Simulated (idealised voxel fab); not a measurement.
Herein follows the process module entitled voxel ribs on slabs.
Cross-sectional view cut (width: 150 nm; square cell size: 5 nm).
Notation: cross-section as square-cell grid; stated in bands, top first, going down; one or more cell rows per band. Basically the band line says how high the top is and how high the bottom is, in nm, and then what's in it from left to right, every material with its width in nm. Empty space shows up as "blank", and if a single material carries "all across" it runs the full band edge to edge. Height datum 0, below which the as-received substrate wafer is one material. Lowest band open at the bottom, running downward: "0 -> down". Width: "30 to 40" (first number = top row, second number = bottom row, same change from row to row of cells). Take "left unchanged" at face value: in the step it is given for, the cross-section changed in none of its cells. Heads up: "closed voids" only lists the empty pockets with no open path to the top that are 8 cells or more, and it writes them as width x height at distance, distance from the left edge, in nm. Whatever follows a step's settings on its line is a remark the simulator itself makes about that step. overlay nm: mask offset rightward from planned place, masked step; negative means leftward offset.
The planned process steps are enumerated hereunder
| 1 | RECEIVE,material Si |
| 2 | DIRECTIONAL_DEP,material SiO2,thk nm 25 |
| 3 | DIRECTIONAL_DEP,material polySi,thk nm 25 |
| 4 | MASKED_ETCH,tone cover,mask id RIB,width nm 20,etch materials polySi,depth nm 5,overlay nm 0 |
| 5 | MASKED_ETCH,tone cover,mask id SLAB,width nm 50,etch materials polySi,depth nm 20,overlay nm 0 |
| 6 | FILL_DEP,material SiO2,thk nm 25 |
| 7 | CMP,height nm 65 |
| 8 | DIRECTIONAL_DEP,material W,thk nm 5 |
| 9 | DIRECTIONAL_DEP,material aC,thk nm 10 |
| 10 | PATTERN,tone cover,mask id HEATER,material resist,width nm 30,thk nm 25,overlay nm 0 |
| 11 | DIRECTIONAL_ETCH,etch materials aC,depth nm 10 |
| 12 | STRIP,etch materials resist |
| 13 | DIRECTIONAL_ETCH,etch materials W,depth nm 5 |
| 14 | STRIP,etch materials aC |
| 15 | CONFORMAL_DEP,material SiN,thk nm 5 |
Cross-sectional view of the wafer in its as-received condition, corresponding to the state after step 1
- 0 -> down | Si all across
- closed voids: none
Starting wafer: above. Plan: above. Run: one mistake. Cross-section after the module: below
- 75 -> 70 | blank 55, then SiN 40, then blank 55
- 70 -> 65 | SiN 60, then W 30, then SiN 60
- 65 -> 50 | SiO2 all across
- 50 -> 45 | SiO2 50, then polySi 15, then SiO2 20, then polySi 15, then SiO2 50
- 45 -> 30 | SiO2 50, then polySi 50, then SiO2 50
- 30 -> 25 | polySi all across
- 25 -> 0 | SiO2 all across
- 0 -> down | Si all across
- closed voids: none
Nonconformance to the process plan: for step 4, the planned setting was not used; the step was instead run as MASKED_ETCH,tone open,mask id RIB,width nm 20,etch materials polySi,depth nm 5,overlay nm 0
